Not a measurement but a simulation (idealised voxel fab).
The process module that follows is named voxel gate over fins.
Square cell edge 5 nm, section width 170 nm, ID cut.
Think of the cross-section as a grid of square cells. We describe it in bands, top to bottom, and each band covers one or more rows of those cells. A band entry consists of two parts. The first gives the height of the band's top and the height of its bottom, in nm. The rest lists the band's materials from left to right, each with its width in nm. A single material labelled with the word "full width" fills the band from edge to edge, and the word "empty" marks empty space. Heads up on the height convention: 0 is the point under which the incoming wafer is all one material, and the lowest band has no bottom, it just keeps going down, like "0 -> down". Note: "30->40" means the width goes from the first number (top row of the band) to the second number (bottom row) in equal steps per row of cells. "all unchanged" -> step changed no cross-section cell. This entry, "closed voids", enumerates those empty regions of no fewer than 8 cells that possess no open connection to the top. Each region is reported in the form width x height at distance, the distance being taken from the left edge, with all three quantities expressed in nm. Text after the settings on a step's line: the simulator's own remark on that step. The optional step-line setting "overlay nm" applies to steps with a mask and quantifies how far to the right of its planned location the mask lay, a negative value indicating leftward placement.

-- The planned process steps are enumerated hereunder
| 1 | RECEIVE | material Si |
| 2 | CONFORMAL_DEP | material SiN | thk nm 5 |
| 3 | PATTERN | tone cover | mask id FINS | material resist | width nm 15 | pitch nm 60 | thk nm 20 | overlay nm 0 |
| 4 | DIRECTIONAL_ETCH | etch materials SiN | depth nm 5 |
| 5 | DIRECTIONAL_ETCH | etch materials Si | depth nm 40 |
| 6 | STRIP | etch materials resist |
| 7 | OXIDIZE | depth nm 5 |
| 8 | FILL_DEP | material SiO2 | thk nm 15 |
| 9 | CMP | height nm 5 |
| 10 | DIRECTIONAL_DEP | material aC | thk nm 10 |
| 11 | PATTERN | tone open | mask id RAIL | material resist | width nm 15 | thk nm 25 | overlay nm 0 |
| 12 | DIRECTIONAL_ETCH | etch materials aC | depth nm 10 |
| 13 | STRIP | etch materials resist |
| 14 | DIRECTIONAL_ETCH | etch materials SiO2 | depth nm 40 |
| 15 | STRIP | etch materials aC |
| 16 | CONFORMAL_DEP | material TiN | thk nm 5 |
| 17 | FILL_DEP | material W | thk nm 10 |
| 18 | CMP | height nm 5 |
| 19 | SELECTIVE_ETCH | etch materials W Ru TiN | depth nm 20 |
| 20 | FILL_DEP | material SiO2 | thk nm 5 |
| 21 | CMP | height nm 5 |
| 22 | SELECTIVE_ETCH | etch materials SiO2 | depth nm 15 |
| 23 | STRIP | etch materials SiN |
| 24 | CONFORMAL_DEP | material HfO2 | thk nm 5 |
| 25 | CONFORMAL_DEP | material TiN | thk nm 5 |
| 26 | FILL_DEP | material W | thk nm 15 |
| 27 | CMP | height nm 20 |
| 28 | CONFORMAL_DEP | material SiN | thk nm 10 |

-- The first wafer of two, processed as planned

-- Cross-section of the wafer as it came to us, i.e., already through step 1
- 0 -> down = Si full width
- closed voids: none

-- The wafer in cross-section once step 2 is complete
- 5 -> 0 = SiN full width
- Anything lower than 0 is untouched.

-- The wafer in cross-section once step 3 is complete
- 25 -> 5 = 15 of empty, then 15 of resist, then 45 of empty, then 15 of resist, then 45 of empty, then 15 of resist, then 20 of empty
- Anything lower than 5 is untouched.

-- The wafer in cross-section once step 4 is complete
- 25 -> 5 = 15 of empty, then 15 of resist, then 45 of empty, then 15 of resist, then 45 of empty, then 15 of resist, then 20 of empty
- 5 -> 0 = 15 of empty, then 15 of SiN, then 45 of empty, then 15 of SiN, then 45 of empty, then 15 of SiN, then 20 of empty
- Anything lower than 0 is untouched.

-- The wafer in cross-section once step 5 is complete
- 25 -> 5 = 15 of empty, then 15 of resist, then 45 of empty, then 15 of resist, then 45 of empty, then 15 of resist, then 20 of empty
- 5 -> 0 = 15 of empty, then 15 of SiN, then 45 of empty, then 15 of SiN, then 45 of empty, then 15 of SiN, then 20 of empty
- 0 -> -40 = 15 of empty, then 15 of Si, then 45 of empty, then 15 of Si, then 45 of empty, then 15 of Si, then 20 of empty
- Anything lower than -40 is untouched.

-- The wafer in cross-section once step 6 is complete
- 5 -> 0 = 15 of empty, then 15 of SiN, then 45 of empty, then 15 of SiN, then 45 of empty, then 15 of SiN, then 20 of empty
- Anything lower than 0 is untouched.

-- The wafer in cross-section once step 7 is complete
- 5 -> 0 = 15 of empty, then 15 of SiN, then 45 of empty, then 15 of SiN, then 45 of empty, then 15 of SiN, then 20 of empty
- 0 -> -40 = 15 of empty, then 5 of SiO2, then 5 of Si, then 5 of SiO2, then 45 of empty, then 5 of SiO2, then 5 of Si, then 5 of SiO2, then 45 of empty, then 5 of SiO2, then 5 of Si, then 5 of SiO2, then 20 of empty
- -40 -> -45 = 20 of SiO2, then 5 of Si, then 55 of SiO2, then 5 of Si, then 55 of SiO2, then 5 of Si, then 25 of SiO2
- Anything lower than -45 is untouched.

-- The wafer in cross-section once step 8 is complete
- 20 -> 5 = SiO2 full width
- 5 -> 0 = 15 of SiO2, then 15 of SiN, then 45 of SiO2, then 15 of SiN, then 45 of SiO2, then 15 of SiN, then 20 of SiO2
- 0 -> -45 = 20 of SiO2, then 5 of Si, then 55 of SiO2, then 5 of Si, then 55 of SiO2, then 5 of Si, then 25 of SiO2
- Anything lower than -45 is untouched.

-- The wafer in cross-section once step 9 is complete
- 5 -> 0 = 15 of SiO2, then 15 of SiN, then 45 of SiO2, then 15 of SiN, then 45 of SiO2, then 15 of SiN, then 20 of SiO2
- Anything lower than 0 is untouched.

-- The wafer in cross-section once step 10 is complete
- 15 -> 5 = aC full width
- Anything lower than 5 is untouched.

-- The wafer in cross-section once step 11 is complete
- 40 -> 15 = 45 of resist, then 15 of empty, then 110 of resist
- Anything lower than 15 is untouched.

-- The wafer in cross-section once step 12 is complete
- 30 -> 15 = 45 of resist, then 15 of empty, then 110 of resist
- 15 -> 5 = 45 of aC, then 15 of empty, then 110 of aC
- Anything lower than 5 is untouched.

-- The wafer in cross-section once step 13 is complete
- 15 -> 5 = 45 of aC, then 15 of empty, then 110 of aC
- Anything lower than 5 is untouched.

-- The wafer in cross-section once step 14 is complete
- 15 -> 5 = 45 of aC, then 15 of empty, then 110 of aC
- 5 -> 0 = 15 of SiO2, then 15 of SiN, then 15 of SiO2, then 15 of empty, then 15 of SiO2, then 15 of SiN, then 45 of SiO2, then 15 of SiN, then 20 of SiO2
- 0 -> -35 = 20 of SiO2, then 5 of Si, then 20 of SiO2, then 15 of empty, then 20 of SiO2, then 5 of Si, then 55 of SiO2, then 5 of Si, then 25 of SiO2
- Anything lower than -35 is untouched.

-- The wafer in cross-section once step 15 is complete
- 5 -> 0 = 15 of SiO2, then 15 of SiN, then 15 of SiO2, then 15 of empty, then 15 of SiO2, then 15 of SiN, then 45 of SiO2, then 15 of SiN, then 20 of SiO2
- Anything lower than 0 is untouched.

-- The wafer in cross-section once step 16 is complete
- 10 -> 5 = 50 of TiN, then 5 of empty, then 115 of TiN
- 5 -> 0 = 15 of SiO2, then 15 of SiN, then 15 of SiO2, then 5 of TiN, then 5 of empty, then 5 of TiN, then 15 of SiO2, then 15 of SiN, then 45 of SiO2, then 15 of SiN, then 20 of SiO2
- 0 -> -30 = 20 of SiO2, then 5 of Si, then 20 of SiO2, then 5 of TiN, then 5 of empty, then 5 of TiN, then 20 of SiO2, then 5 of Si, then 55 of SiO2, then 5 of Si, then 25 of SiO2
- -30 -> -35 = 20 of SiO2, then 5 of Si, then 20 of SiO2, then 15 of TiN, then 20 of SiO2, then 5 of Si, then 55 of SiO2, then 5 of Si, then 25 of SiO2
- Anything lower than -35 is untouched.

-- The wafer in cross-section once step 17 is complete
- 20 -> 10 = W full width
- 10 -> 5 = 50 of TiN, then 5 of W, then 115 of TiN
- 5 -> 0 = 15 of SiO2, then 15 of SiN, then 15 of SiO2, then 5 of TiN, then 5 of W, then 5 of TiN, then 15 of SiO2, then 15 of SiN, then 45 of SiO2, then 15 of SiN, then 20 of SiO2
- 0 -> -30 = 20 of SiO2, then 5 of Si, then 20 of SiO2, then 5 of TiN, then 5 of W, then 5 of TiN, then 20 of SiO2, then 5 of Si, then 55 of SiO2, then 5 of Si, then 25 of SiO2
- Anything lower than -30 is untouched.

-- The wafer in cross-section once step 18 is complete
- 5 -> 0 = 15 of SiO2, then 15 of SiN, then 15 of SiO2, then 5 of TiN, then 5 of W, then 5 of TiN, then 15 of SiO2, then 15 of SiN, then 45 of SiO2, then 15 of SiN, then 20 of SiO2
- Anything lower than 0 is untouched.

-- The wafer in cross-section once step 19 is complete
- 5 -> 0 = 15 of SiO2, then 15 of SiN, then 15 of SiO2, then 15 of empty, then 15 of SiO2, then 15 of SiN, then 45 of SiO2, then 15 of SiN, then 20 of SiO2
- 0 -> -15 = 20 of SiO2, then 5 of Si, then 20 of SiO2, then 15 of empty, then 20 of SiO2, then 5 of Si, then 55 of SiO2, then 5 of Si, then 25 of SiO2
- Anything lower than -15 is untouched.

-- The wafer in cross-section once step 20 is complete
- 10 -> 5 = SiO2 full width
- 5 -> 0 = 15 of SiO2, then 15 of SiN, then 45 of SiO2, then 15 of SiN, then 45 of SiO2, then 15 of SiN, then 20 of SiO2
- 0 -> -15 = 20 of SiO2, then 5 of Si, then 55 of SiO2, then 5 of Si, then 55 of SiO2, then 5 of Si, then 25 of SiO2
- Anything lower than -15 is untouched.

-- The wafer in cross-section once step 21 is complete
- 5 -> 0 = 15 of SiO2, then 15 of SiN, then 45 of SiO2, then 15 of SiN, then 45 of SiO2, then 15 of SiN, then 20 of SiO2
- Anything lower than 0 is untouched.

-- The wafer in cross-section once step 22 is complete
- 5 -> 0 = 15 of empty, then 15 of SiN, then 45 of empty, then 15 of SiN, then 45 of empty, then 15 of SiN, then 20 of empty
- 0 -> -10 = 20 of empty, then 5 of Si, then 55 of empty, then 5 of Si, then 55 of empty, then 5 of Si, then 25 of empty
- Anything lower than -10 is untouched.

-- The wafer in cross-section once step 23 is complete
- 0 -> -10 = 20 of empty, then 5 of Si, then 55 of empty, then 5 of Si, then 55 of empty, then 5 of Si, then 25 of empty
- Anything lower than -10 is untouched.

-- The wafer in cross-section once step 24 is complete
- 5 -> 0 = 15 of empty, then 15 of HfO2, then 45 of empty, then 15 of HfO2, then 45 of empty, then 15 of HfO2, then 20 of empty
- 0 -> -5 = 15 of empty, then 5 of HfO2, then 5 of Si, then 5 of HfO2, then 45 of empty, then 5 of HfO2, then 5 of Si, then 5 of HfO2, then 45 of empty, then 5 of HfO2, then 5 of Si, then 5 of HfO2, then 20 of empty
- -5 -> -10 = 20 of HfO2, then 5 of Si, then 55 of HfO2, then 5 of Si, then 55 of HfO2, then 5 of Si, then 25 of HfO2
- Anything lower than -10 is untouched.

-- The wafer in cross-section once step 25 is complete
- 10 -> 5 = 10 of empty, then 25 of TiN, then 35 of empty, then 25 of TiN, then 35 of empty, then 25 of TiN, then 15 of empty
- 5 -> 0 = 10 of empty, then 5 of TiN, then 15 of HfO2, then 5 of TiN, then 35 of empty, then 5 of TiN, then 15 of HfO2, then 5 of TiN, then 35 of empty, then 5 of TiN, then 15 of HfO2, then 5 of TiN, then 15 of empty
- 0 -> -5 = 15 of TiN, then 5 of HfO2, then 5 of Si, then 5 of HfO2, then 45 of TiN, then 5 of HfO2, then 5 of Si, then 5 of HfO2, then 45 of TiN, then 5 of HfO2, then 5 of Si, then 5 of HfO2, then 20 of TiN
- Anything lower than -5 is untouched.

-- The wafer in cross-section once step 26 is complete
- 25 -> 10 = W full width
- 10 -> 5 = 10 of W, then 25 of TiN, then 35 of W, then 25 of TiN, then 35 of W, then 25 of TiN, then 15 of W
- 5 -> 0 = 10 of W, then 5 of TiN, then 15 of HfO2, then 5 of TiN, then 35 of W, then 5 of TiN, then 15 of HfO2, then 5 of TiN, then 35 of W, then 5 of TiN, then 15 of HfO2, then 5 of TiN, then 15 of W
- Anything lower than 0 is untouched.

-- The wafer in cross-section once step 27 is complete
- 20 -> 10 = W full width
- Anything lower than 10 is untouched.

-- The wafer in cross-section once step 28 is complete
- 30 -> 20 = SiN full width
- Anything lower than 20 is untouched.

-- Second Wafer (Identical Start and Plan, One Processing Error; Matches First Wafer Through Step 10)

-- Second wafer profile in section, at the moment step 11 of the plan was meant to be complete
- 40 -> 15 = 35 of resist, then 15 of empty, then 120 of resist
- Anything lower than 15 is untouched.

-- Second wafer profile in section, at the moment step 12 of the plan was meant to be complete
- 30 -> 15 = 35 of resist, then 15 of empty, then 120 of resist
- 15 -> 5 = 35 of aC, then 15 of empty, then 120 of aC
- Anything lower than 5 is untouched.

-- Second wafer profile in section, at the moment step 13 of the plan was meant to be complete
- 15 -> 5 = 35 of aC, then 15 of empty, then 120 of aC
- Anything lower than 5 is untouched.

-- Second wafer profile in section, at the moment step 14 of the plan was meant to be complete
- 15 -> 5 = 35 of aC, then 15 of empty, then 120 of aC
- 5 -> 0 = 15 of SiO2, then 15 of SiN, then 5 of SiO2, then 15 of empty, then 25 of SiO2, then 15 of SiN, then 45 of SiO2, then 15 of SiN, then 20 of SiO2
- 0 -> -35 = 20 of SiO2, then 5 of Si, then 10 of SiO2, then 15 of empty, then 30 of SiO2, then 5 of Si, then 55 of SiO2, then 5 of Si, then 25 of SiO2
- Anything lower than -35 is untouched.

-- Second wafer profile in section, at the moment step 15 of the plan was meant to be complete
- 5 -> 0 = 15 of SiO2, then 15 of SiN, then 5 of SiO2, then 15 of empty, then 25 of SiO2, then 15 of SiN, then 45 of SiO2, then 15 of SiN, then 20 of SiO2
- Anything lower than 0 is untouched.

-- Second wafer profile in section, at the moment step 16 of the plan was meant to be complete
- 10 -> 5 = 40 of TiN, then 5 of empty, then 125 of TiN
- 5 -> 0 = 15 of SiO2, then 15 of SiN, then 5 of SiO2, then 5 of TiN, then 5 of empty, then 5 of TiN, then 25 of SiO2, then 15 of SiN, then 45 of SiO2, then 15 of SiN, then 20 of SiO2
- 0 -> -30 = 20 of SiO2, then 5 of Si, then 10 of SiO2, then 5 of TiN, then 5 of empty, then 5 of TiN, then 30 of SiO2, then 5 of Si, then 55 of SiO2, then 5 of Si, then 25 of SiO2
- -30 -> -35 = 20 of SiO2, then 5 of Si, then 10 of SiO2, then 15 of TiN, then 30 of SiO2, then 5 of Si, then 55 of SiO2, then 5 of Si, then 25 of SiO2
- Anything lower than -35 is untouched.

-- Second wafer profile in section, at the moment step 17 of the plan was meant to be complete
- 20 -> 10 = W full width
- 10 -> 5 = 40 of TiN, then 5 of W, then 125 of TiN
- 5 -> 0 = 15 of SiO2, then 15 of SiN, then 5 of SiO2, then 5 of TiN, then 5 of W, then 5 of TiN, then 25 of SiO2, then 15 of SiN, then 45 of SiO2, then 15 of SiN, then 20 of SiO2
- 0 -> -30 = 20 of SiO2, then 5 of Si, then 10 of SiO2, then 5 of TiN, then 5 of W, then 5 of TiN, then 30 of SiO2, then 5 of Si, then 55 of SiO2, then 5 of Si, then 25 of SiO2
- Anything lower than -30 is untouched.

-- Second wafer profile in section, at the moment step 18 of the plan was meant to be complete
- 5 -> 0 = 15 of SiO2, then 15 of SiN, then 5 of SiO2, then 5 of TiN, then 5 of W, then 5 of TiN, then 25 of SiO2, then 15 of SiN, then 45 of SiO2, then 15 of SiN, then 20 of SiO2
- Anything lower than 0 is untouched.

-- Second wafer profile in section, at the moment step 19 of the plan was meant to be complete
- 5 -> 0 = 15 of SiO2, then 15 of SiN, then 5 of SiO2, then 15 of empty, then 25 of SiO2, then 15 of SiN, then 45 of SiO2, then 15 of SiN, then 20 of SiO2
- 0 -> -15 = 20 of SiO2, then 5 of Si, then 10 of SiO2, then 15 of empty, then 30 of SiO2, then 5 of Si, then 55 of SiO2, then 5 of Si, then 25 of SiO2
- Anything lower than -15 is untouched.

-- Second wafer profile in section, at the moment step 20 of the plan was meant to be complete
- 10 -> 5 = SiO2 full width
- 5 -> 0 = 15 of SiO2, then 15 of SiN, then 45 of SiO2, then 15 of SiN, then 45 of SiO2, then 15 of SiN, then 20 of SiO2
- 0 -> -15 = 20 of SiO2, then 5 of Si, then 55 of SiO2, then 5 of Si, then 55 of SiO2, then 5 of Si, then 25 of SiO2
- Anything lower than -15 is untouched.

-- Second wafer profile in section, at the moment step 21 of the plan was meant to be complete
- 5 -> 0 = 15 of SiO2, then 15 of SiN, then 45 of SiO2, then 15 of SiN, then 45 of SiO2, then 15 of SiN, then 20 of SiO2
- Anything lower than 0 is untouched.

-- Second wafer profile in section, at the moment step 22 of the plan was meant to be complete
- 5 -> 0 = 15 of empty, then 15 of SiN, then 45 of empty, then 15 of SiN, then 45 of empty, then 15 of SiN, then 20 of empty
- 0 -> -10 = 20 of empty, then 5 of Si, then 55 of empty, then 5 of Si, then 55 of empty, then 5 of Si, then 25 of empty
- Anything lower than -10 is untouched.

-- Second wafer profile in section, at the moment step 23 of the plan was meant to be complete
- 0 -> -10 = 20 of empty, then 5 of Si, then 55 of empty, then 5 of Si, then 55 of empty, then 5 of Si, then 25 of empty
- Anything lower than -10 is untouched.

-- Second wafer profile in section, at the moment step 24 of the plan was meant to be complete
- 5 -> 0 = 15 of empty, then 15 of HfO2, then 45 of empty, then 15 of HfO2, then 45 of empty, then 15 of HfO2, then 20 of empty
- 0 -> -5 = 15 of empty, then 5 of HfO2, then 5 of Si, then 5 of HfO2, then 45 of empty, then 5 of HfO2, then 5 of Si, then 5 of HfO2, then 45 of empty, then 5 of HfO2, then 5 of Si, then 5 of HfO2, then 20 of empty
- -5 -> -10 = 20 of HfO2, then 5 of Si, then 55 of HfO2, then 5 of Si, then 55 of HfO2, then 5 of Si, then 25 of HfO2
- Anything lower than -10 is untouched.

-- Second wafer profile in section, at the moment step 25 of the plan was meant to be complete
- 10 -> 5 = 10 of empty, then 25 of TiN, then 35 of empty, then 25 of TiN, then 35 of empty, then 25 of TiN, then 15 of empty
- 5 -> 0 = 10 of empty, then 5 of TiN, then 15 of HfO2, then 5 of TiN, then 35 of empty, then 5 of TiN, then 15 of HfO2, then 5 of TiN, then 35 of empty, then 5 of TiN, then 15 of HfO2, then 5 of TiN, then 15 of empty
- 0 -> -5 = 15 of TiN, then 5 of HfO2, then 5 of Si, then 5 of HfO2, then 45 of TiN, then 5 of HfO2, then 5 of Si, then 5 of HfO2, then 45 of TiN, then 5 of HfO2, then 5 of Si, then 5 of HfO2, then 20 of TiN
- Anything lower than -5 is untouched.

-- Second wafer profile in section, at the moment step 26 of the plan was meant to be complete
- 25 -> 10 = W full width
- 10 -> 5 = 10 of W, then 25 of TiN, then 35 of W, then 25 of TiN, then 35 of W, then 25 of TiN, then 15 of W
- 5 -> 0 = 10 of W, then 5 of TiN, then 15 of HfO2, then 5 of TiN, then 35 of W, then 5 of TiN, then 15 of HfO2, then 5 of TiN, then 35 of W, then 5 of TiN, then 15 of HfO2, then 5 of TiN, then 15 of W
- Anything lower than 0 is untouched.

-- Second wafer profile in section, at the moment step 27 of the plan was meant to be complete
- 20 -> 10 = W full width
- Anything lower than 10 is untouched.

-- Second wafer profile in section, at the moment step 28 of the plan was meant to be complete
- 30 -> 20 = SiN full width
- Anything lower than 20 is untouched.
What was done differently from what was planned? step 11 was run on a setting that differed from the plan, and what really ran there is PATTERN | tone open | mask id RAIL | material resist | width nm 15 | thk nm 25 | overlay nm -10
At the end, the second wafer has the same number of cells of each material as the first, but those cells sit in other places.
